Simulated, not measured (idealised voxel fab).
process module | voxel gate over fins
cross-section cut | 195 nm wide | cells 5 nm
A cross-section is a grid of square cells, given in bands from the top down. A band is one or more rows of cells.
Each band's line starts with the height of the band's top and of its bottom, in nm. Then come its materials from left to right, each with its width in nm. One material with "throughout" fills the band from edge to edge. "air" is empty space.
Height 0 is the level under which the wafer as received is all one material. The lowest band goes on downwards, as in "0 down".
A width such as "30 to 40" changes by the same amount from each row of cells to the next, from the band's top row to its bottom row.
"no change" after a step means that no cell of the cross-section changed.
closed voids: empty space of 8 cells or more with no open way to the top, each as width x height at its distance from the left edge, in nm
after a step's settings: what the simulator itself notes on the step
overlay nm, on a step with a mask: how far to the right of its planned place the mask lay; to the left if negative
plan
1 op RECEIVE | material Si
2 op CONFORMAL_DEP | material SiN | thk nm 5
3 op PATTERN | tone cover | mask id FINS | material resist | width nm 15 | pitch nm 40 | thk nm 20 | overlay nm 0
4 op DIRECTIONAL_ETCH | etch materials SiN | depth nm 5
5 op DIRECTIONAL_ETCH | etch materials Si | depth nm 35
6 op STRIP | etch materials resist
7 op OXIDIZE | depth nm 5
8 op FILL_DEP | material SiO2 | thk nm 15
9 op CMP | height nm 5
10 op SELECTIVE_ETCH | etch materials SiO2 | depth nm 20
11 op STRIP | etch materials SiN
12 op CONFORMAL_DEP | material HfO2 | thk nm 5
13 op CONFORMAL_DEP | material TiN | thk nm 5
14 op FILL_DEP | material W | thk nm 15
15 op CMP | height nm 20
16 op CONFORMAL_DEP | material SiCN | thk nm 10
first wafer, as planned
as received, after step 1
  0 down: Si throughout
  closed voids: none
after step 2
  5 to 0: SiN throughout
  below 0: unchanged
after step 3
  25 to 5: air 70 | resist 15 | air 25 | resist 15 | air 70
  below 5: unchanged
after step 4
  25 to 5: air 70 | resist 15 | air 25 | resist 15 | air 70
  5 to 0: air 70 | SiN 15 | air 25 | SiN 15 | air 70
  below 0: unchanged
after step 5
  25 to 5: air 70 | resist 15 | air 25 | resist 15 | air 70
  5 to 0: air 70 | SiN 15 | air 25 | SiN 15 | air 70
  0 to -35: air 70 | Si 15 | air 25 | Si 15 | air 70
  below -35: unchanged
after step 6
  5 to 0: air 70 | SiN 15 | air 25 | SiN 15 | air 70
  below 0: unchanged
after step 7
  5 to 0: air 70 | SiN 15 | air 25 | SiN 15 | air 70
  0 to -35: air 70 | SiO2 5 | Si 5 | SiO2 5 | air 25 | SiO2 5 | Si 5 | SiO2 5 | air 70
  -35 to -40: SiO2 75 | Si 5 | SiO2 35 | Si 5 | SiO2 75
  below -40: unchanged
after step 8
  20 to 5: SiO2 throughout
  5 to 0: SiO2 70 | SiN 15 | SiO2 25 | SiN 15 | SiO2 70
  0 to -40: SiO2 75 | Si 5 | SiO2 35 | Si 5 | SiO2 75
  below -40: unchanged
after step 9
  5 to 0: SiO2 70 | SiN 15 | SiO2 25 | SiN 15 | SiO2 70
  below 0: unchanged
after step 10
  5 to 0: air 70 | SiN 15 | air 25 | SiN 15 | air 70
  0 to -15: air 75 | Si 5 | air 35 | Si 5 | air 75
  below -15: unchanged
after step 11
  0 to -15: air 75 | Si 5 | air 35 | Si 5 | air 75
  below -15: unchanged
after step 12
  5 to 0: air 70 | HfO2 15 | air 25 | HfO2 15 | air 70
  0 to -10: air 70 | HfO2 5 | Si 5 | HfO2 5 | air 25 | HfO2 5 | Si 5 | HfO2 5 | air 70
  -10 to -15: HfO2 75 | Si 5 | HfO2 35 | Si 5 | HfO2 75
  below -15: unchanged
after step 13
  10 to 5: air 65 | TiN 25 | air 15 | TiN 25 | air 65
  5 to 0: air 65 | TiN 5 | HfO2 15 | TiN 5 | air 15 | TiN 5 | HfO2 15 | TiN 5 | air 65
  0 to -5: air 65 | TiN 5 | HfO2 5 | Si 5 | HfO2 5 | TiN 5 | air 15 | TiN 5 | HfO2 5 | Si 5 | HfO2 5 | TiN 5 | air 65
  -5 to -10: TiN 70 | HfO2 5 | Si 5 | HfO2 5 | TiN 25 | HfO2 5 | Si 5 | HfO2 5 | TiN 70
  below -10: unchanged
after step 14
  25 to 10: W throughout
  10 to 5: W 65 | TiN 25 | W 15 | TiN 25 | W 65
  5 to 0: W 65 | TiN 5 | HfO2 15 | TiN 5 | W 15 | TiN 5 | HfO2 15 | TiN 5 | W 65
  0 to -5: W 65 | TiN 5 | HfO2 5 | Si 5 | HfO2 5 | TiN 5 | W 15 | TiN 5 | HfO2 5 | Si 5 | HfO2 5 | TiN 5 | W 65
  below -5: unchanged
after step 15
  20 to 10: W throughout
  below 10: unchanged
after step 16
  30 to 20: SiCN throughout
  below 20: unchanged
second wafer: like start, like plan, one mistake. Through step 9 it matches the first wafer
when step 10 should have ended
  5 to 0: air 70 | SiN 15 | air 25 | SiN 15 | air 70
  0 to -25: air 75 | Si 5 | air 35 | Si 5 | air 75
  below -25: unchanged
when step 11 should have ended
  0 to -25: air 75 | Si 5 | air 35 | Si 5 | air 75
  below -25: unchanged
when step 12 should have ended
  5 to 0: air 70 | HfO2 15 | air 25 | HfO2 15 | air 70
  0 to -20: air 70 | HfO2 5 | Si 5 | HfO2 5 | air 25 | HfO2 5 | Si 5 | HfO2 5 | air 70
  -20 to -25: HfO2 75 | Si 5 | HfO2 35 | Si 5 | HfO2 75
  below -25: unchanged
when step 13 should have ended
  10 to 5: air 65 | TiN 25 | air 15 | TiN 25 | air 65
  5 to 0: air 65 | TiN 5 | HfO2 15 | TiN 5 | air 15 | TiN 5 | HfO2 15 | TiN 5 | air 65
  0 to -15: air 65 | TiN 5 | HfO2 5 | Si 5 | HfO2 5 | TiN 5 | air 15 | TiN 5 | HfO2 5 | Si 5 | HfO2 5 | TiN 5 | air 65
  -15 to -20: TiN 70 | HfO2 5 | Si 5 | HfO2 5 | TiN 25 | HfO2 5 | Si 5 | HfO2 5 | TiN 70
  below -20: unchanged
when step 14 should have ended
  25 to 10: W throughout
  10 to 5: W 65 | TiN 25 | W 15 | TiN 25 | W 65
  5 to 0: W 65 | TiN 5 | HfO2 15 | TiN 5 | W 15 | TiN 5 | HfO2 15 | TiN 5 | W 65
  0 to -15: W 65 | TiN 5 | HfO2 5 | Si 5 | HfO2 5 | TiN 5 | W 15 | TiN 5 | HfO2 5 | Si 5 | HfO2 5 | TiN 5 | W 65
  below -15: unchanged
when step 15 should have ended
  20 to 10: W throughout
  below 10: unchanged
when step 16 should have ended
  30 to 20: SiCN throughout
  below 20: unchanged
what went wrong: step 10 ran as: op SELECTIVE_ETCH | etch materials SiO2 | depth nm 30
at the end the second wafer has, in cells: 8 more of HfO2 | 74 fewer of SiO2 | 8 more of TiN | 58 more of W
